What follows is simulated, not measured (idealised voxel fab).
Name of the process module below: voxel self aligned contacts
Section cut is 180 nm wide and gridded with 5 nm square cells.
Notation: cross-section as square-cell grid; stated in bands, top first, going down; one or more cell rows per band.
Band: top height; bottom height; in nm. Then, left to right: material with width in nm, for each material. "all across": a single material spanning edge to edge. "empty": empty space.
Height datum 0, below which the as-received substrate wafer is one material. Lowest band open at the bottom, running downward: "top 0, no bottom".
A width such as "30->40" changes by the same amount from each row of cells to the next, from the band's top row to its bottom row.
For the purposes of this document, the phrase "all unchanged" attached to a step denotes that no cell within the cross-section was modified by that step.
In "Sealed internal cavities" the enclosed voids are listed, meaning empty spaces of 8 cells or larger without any opening to the top. The form is width x height at distance, distance from the left edge, units nm.
What comes after the settings on a step's line is commentary from the simulator itself on that step.
On any step carrying a mask, the "overlay nm" setting, if present on the step's line, tells how far right of its planned place the mask lay; negative values point to the left.
[Here's what the planned process steps look like]
1) RECEIVE: material Si
2) CONFORMAL_DEP: material SiO2, thk nm 5
3) DIRECTIONAL_DEP: material polySi, thk nm 25
4) DIRECTIONAL_DEP: material SiN, thk nm 20
5) PATTERN: tone cover, mask id GATE, material resist, width nm 35, pitch nm 70, thk nm 15, overlay nm 0
6) DIRECTIONAL_ETCH: etch materials SiN, depth nm 20
7) DIRECTIONAL_ETCH: etch materials polySi, depth nm 25
8) STRIP: etch materials resist
9) CONFORMAL_DEP: material SiN, thk nm 5
10) DIRECTIONAL_ETCH: etch materials SiN, depth nm 5
11) FILL_DEP: material SiO2, thk nm 15
12) CMP: height nm 60
13) MASKED_ETCH: tone open, mask id CONTACT, width nm 55, etch materials SiO2, depth nm 60, overlay nm -15
14) CONFORMAL_DEP: material TiN, thk nm 5
15) FILL_DEP: material W, thk nm 5
16) CMP: height nm 60
17) CONFORMAL_DEP: material SiN, thk nm 5
Wafer-to-wafer difference: overlay nm, step 13. Common start. Plan = first wafer's value.
[Step 1 complete: as-received cross-section of the first of several wafers]
top 0, no bottom: Si all across
Sealed internal cavities: none
[The rows of the table below are wafers. Looking at the end of the module, a row counts, for every material, the cells the wafer has gained, shown as (+), or lost, shown as (-), since it was received; its closed voids come next]
overlay nm -15, +128 SiN, +198 SiO2, +33 TiN, +39 W, +70 polySi, Sealed internal cavities: none
overlay nm -10, +128 SiN, +198 SiO2, +33 TiN, +39 W, +70 polySi, Sealed internal cavities: none
overlay nm -5, +128 SiN, +198 SiO2, +33 TiN, +39 W, +70 polySi, Sealed internal cavities: none
overlay nm 0, +128 SiN, +198 SiO2, +33 TiN, +39 W, +70 polySi, Sealed internal cavities: none
overlay nm 5, +128 SiN, +198 SiO2, +33 TiN, +39 W, +70 polySi, Sealed internal cavities: none
overlay nm 10, +128 SiN, +198 SiO2, +33 TiN, +39 W, +70 polySi, Sealed internal cavities: none
overlay nm 15, +128 SiN, +198 SiO2, +33 TiN, +39 W, +70 polySi, Sealed internal cavities: none
